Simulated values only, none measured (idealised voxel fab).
Title: Process Module voxel gate over fins
For reference, the cross-section in this document is cut, with width 245 nm and square cells of 5 nm.
Reading order for cross-sections: top band down to bottom band. Underlying form: a grid of square cells. Band size: one or more rows of cells.
Heights first: top, then bottom, in nm. Then materials, left to right, each with a width in nm. "edge to edge" on a single material: fills the band edge to edge. "air": empty space.
Convention: height 0 is the level below which the wafer, as received, is all one material. The lowest band does not terminate at the bottom but continues downward, represented as "0 down".
The two numbers in a width such as "30 to 40" mark its ends across the band: the first belongs to the top row of cells, the second to the bottom row, and from each row to the next the width moves by the same amount.
"everything unchanged" for a step: no cell of the cross-section changed in that step.
The entry "Trapped void list" lists the empty spaces that cover at least 8 cells and have no open path to the top. Each is written as width x height at distance, where the distance is measured from the left edge and all three values are in nm.
The remark found on a step's line after its settings is issued by the simulator itself and pertains to that step.
What "overlay nm" on a step's line means: if the step has a mask, that mask lay this far to the right of its planned place, or, when the value is negative, to the left.
THE PLANNED PROCESS STEPS ARE ENUMERATED HEREUNDER
1,op RECEIVE | material Si
2,op CONFORMAL_DEP | material SiN | thk nm 10
3,op PATTERN | tone cover | mask id FINS | material resist | width nm 15 | pitch nm 35 | thk nm 20 | overlay nm 0
4,op DIRECTIONAL_ETCH | etch materials SiN | depth nm 10
5,op DIRECTIONAL_ETCH | etch materials Si | depth nm 40
6,op STRIP | etch materials resist
7,op FILL_DEP | material SiO2 | thk nm 5
8,op CMP | height nm 10
9,op SELECTIVE_ETCH | etch materials SiO2 | depth nm 20
10,op STRIP | etch materials SiN
11,op CONFORMAL_DEP | material HfO2 | thk nm 5
12,op CONFORMAL_DEP | material TiN | thk nm 5
13,op FILL_DEP | material W | thk nm 10
14,op CMP | height nm 15
15,op CONFORMAL_DEP | material SiN | thk nm 10
WAFER, FIRST OF TWO, RUN AS PLANNED
CROSS-SECTION OF THE WAFER AT RECEIPT, WHICH IS THE CONDITION AFTER STEP 1
- 0 down: Si edge to edge
- Trapped void list: none
AFTER STEP 2, IN CROSS-SECTION
- 10 to 0: SiN edge to edge
- Unchanged below 0.
AFTER STEP 3, IN CROSS-SECTION
- 30 to 10: air=95, then resist=15, then air=20, then resist=15, then air=100
- Unchanged below 10.
AFTER STEP 4, IN CROSS-SECTION
- 30 to 10: air=95, then resist=15, then air=20, then resist=15, then air=100
- 10 to 0: air=95, then SiN=15, then air=20, then SiN=15, then air=100
- Unchanged below 0.
AFTER STEP 5, IN CROSS-SECTION
- 30 to 10: air=95, then resist=15, then air=20, then resist=15, then air=100
- 10 to 0: air=95, then SiN=15, then air=20, then SiN=15, then air=100
- 0 to -40: air=95, then Si=15, then air=20, then Si=15, then air=100
- Unchanged below -40.
AFTER STEP 6, IN CROSS-SECTION
- 10 to 0: air=95, then SiN=15, then air=20, then SiN=15, then air=100
- Unchanged below 0.
AFTER STEP 7, IN CROSS-SECTION
- 15 to 10: SiO2 edge to edge
- 10 to 0: SiO2=95, then SiN=15, then SiO2=20, then SiN=15, then SiO2=100
- 0 to -40: SiO2=95, then Si=15, then SiO2=20, then Si=15, then SiO2=100
- Unchanged below -40.
AFTER STEP 8, IN CROSS-SECTION
- 10 to 0: SiO2=95, then SiN=15, then SiO2=20, then SiN=15, then SiO2=100
- Unchanged below 0.
AFTER STEP 9, IN CROSS-SECTION
- 10 to 0: air=95, then SiN=15, then air=20, then SiN=15, then air=100
- 0 to -10: air=95, then Si=15, then air=20, then Si=15, then air=100
- Unchanged below -10.
AFTER STEP 10, IN CROSS-SECTION
- 0 to -10: air=95, then Si=15, then air=20, then Si=15, then air=100
- Unchanged below -10.
AFTER STEP 11, IN CROSS-SECTION
- 5 to 0: air=90, then HfO2=25, then air=10, then HfO2=25, then air=95
- 0 to -5: air=90, then HfO2=5, then Si=15, then HfO2=5, then air=10, then HfO2=5, then Si=15, then HfO2=5, then air=95
- -5 to -10: HfO2=95, then Si=15, then HfO2=20, then Si=15, then HfO2=100
- Unchanged below -10.
AFTER STEP 12, IN CROSS-SECTION
- 10 to 5: air=85, then TiN=70, then air=90
- 5 to 0: air=85, then TiN=5, then HfO2=25, then TiN=10, then HfO2=25, then TiN=5, then air=90
- 0 to -5: TiN=90, then HfO2=5, then Si=15, then HfO2=5, then TiN=10, then HfO2=5, then Si=15, then HfO2=5, then TiN=95
- Unchanged below -5.
AFTER STEP 13, IN CROSS-SECTION
- 20 to 10: W edge to edge
- 10 to 5: W=85, then TiN=70, then W=90
- 5 to 0: W=85, then TiN=5, then HfO2=25, then TiN=10, then HfO2=25, then TiN=5, then W=90
- Unchanged below 0.
AFTER STEP 14, IN CROSS-SECTION
- 15 to 10: W edge to edge
- Unchanged below 10.
AFTER STEP 15, IN CROSS-SECTION
- 25 to 15: SiN edge to edge
- Unchanged below 15.
SECOND WAFER, SAME STARTING CONDITIONS AND RECIPE AS THE FIRST, ONE MISTAKE IN EXECUTING IT, NOTHING DIFFERS FROM THE FIRST UP TO AND INCLUDING STEP 2
CROSS-SECTION OF THE SECOND WAFER AT THE TIME STEP 3 OF THE PLAN SHOULD HAVE ENDED
- 30 to 10: air=100, then resist=15, then air=20, then resist=15, then air=95
- Unchanged below 10.
CROSS-SECTION OF THE SECOND WAFER AT THE TIME STEP 4 OF THE PLAN SHOULD HAVE ENDED
- 30 to 10: air=100, then resist=15, then air=20, then resist=15, then air=95
- 10 to 0: air=100, then SiN=15, then air=20, then SiN=15, then air=95
- Unchanged below 0.
CROSS-SECTION OF THE SECOND WAFER AT THE TIME STEP 5 OF THE PLAN SHOULD HAVE ENDED
- 30 to 10: air=100, then resist=15, then air=20, then resist=15, then air=95
- 10 to 0: air=100, then SiN=15, then air=20, then SiN=15, then air=95
- 0 to -40: air=100, then Si=15, then air=20, then Si=15, then air=95
- Unchanged below -40.
CROSS-SECTION OF THE SECOND WAFER AT THE TIME STEP 6 OF THE PLAN SHOULD HAVE ENDED
- 10 to 0: air=100, then SiN=15, then air=20, then SiN=15, then air=95
- Unchanged below 0.
CROSS-SECTION OF THE SECOND WAFER AT THE TIME STEP 7 OF THE PLAN SHOULD HAVE ENDED
- 15 to 10: SiO2 edge to edge
- 10 to 0: SiO2=100, then SiN=15, then SiO2=20, then SiN=15, then SiO2=95
- 0 to -40: SiO2=100, then Si=15, then SiO2=20, then Si=15, then SiO2=95
- Unchanged below -40.
CROSS-SECTION OF THE SECOND WAFER AT THE TIME STEP 8 OF THE PLAN SHOULD HAVE ENDED
- 10 to 0: SiO2=100, then SiN=15, then SiO2=20, then SiN=15, then SiO2=95
- Unchanged below 0.
CROSS-SECTION OF THE SECOND WAFER AT THE TIME STEP 9 OF THE PLAN SHOULD HAVE ENDED
- 10 to 0: air=100, then SiN=15, then air=20, then SiN=15, then air=95
- 0 to -10: air=100, then Si=15, then air=20, then Si=15, then air=95
- Unchanged below -10.
CROSS-SECTION OF THE SECOND WAFER AT THE TIME STEP 10 OF THE PLAN SHOULD HAVE ENDED
- 0 to -10: air=100, then Si=15, then air=20, then Si=15, then air=95
- Unchanged below -10.
CROSS-SECTION OF THE SECOND WAFER AT THE TIME STEP 11 OF THE PLAN SHOULD HAVE ENDED
- 5 to 0: air=95, then HfO2=25, then air=10, then HfO2=25, then air=90
- 0 to -5: air=95, then HfO2=5, then Si=15, then HfO2=5, then air=10, then HfO2=5, then Si=15, then HfO2=5, then air=90
- -5 to -10: HfO2=100, then Si=15, then HfO2=20, then Si=15, then HfO2=95
- Unchanged below -10.
CROSS-SECTION OF THE SECOND WAFER AT THE TIME STEP 12 OF THE PLAN SHOULD HAVE ENDED
- 10 to 5: air=90, then TiN=70, then air=85
- 5 to 0: air=90, then TiN=5, then HfO2=25, then TiN=10, then HfO2=25, then TiN=5, then air=85
- 0 to -5: TiN=95, then HfO2=5, then Si=15, then HfO2=5, then TiN=10, then HfO2=5, then Si=15, then HfO2=5, then TiN=90
- Unchanged below -5.
CROSS-SECTION OF THE SECOND WAFER AT THE TIME STEP 13 OF THE PLAN SHOULD HAVE ENDED
- 20 to 10: W edge to edge
- 10 to 5: W=90, then TiN=70, then W=85
- 5 to 0: W=90, then TiN=5, then HfO2=25, then TiN=10, then HfO2=25, then TiN=5, then W=85
- Unchanged below 0.
CROSS-SECTION OF THE SECOND WAFER AT THE TIME STEP 14 OF THE PLAN SHOULD HAVE ENDED
- 15 to 10: W edge to edge
- Unchanged below 10.
CROSS-SECTION OF THE SECOND WAFER AT THE TIME STEP 15 OF THE PLAN SHOULD HAVE ENDED
- 25 to 15: SiN edge to edge
- Unchanged below 15.
Here's what went sideways: in deviation from the planned setting, step 3 was conducted as op PATTERN | tone cover | mask id FINS | material resist | width nm 15 | pitch nm 35 | thk nm 20 | overlay nm 5
Cell counts per material: same on both final wafers. Positions: different.
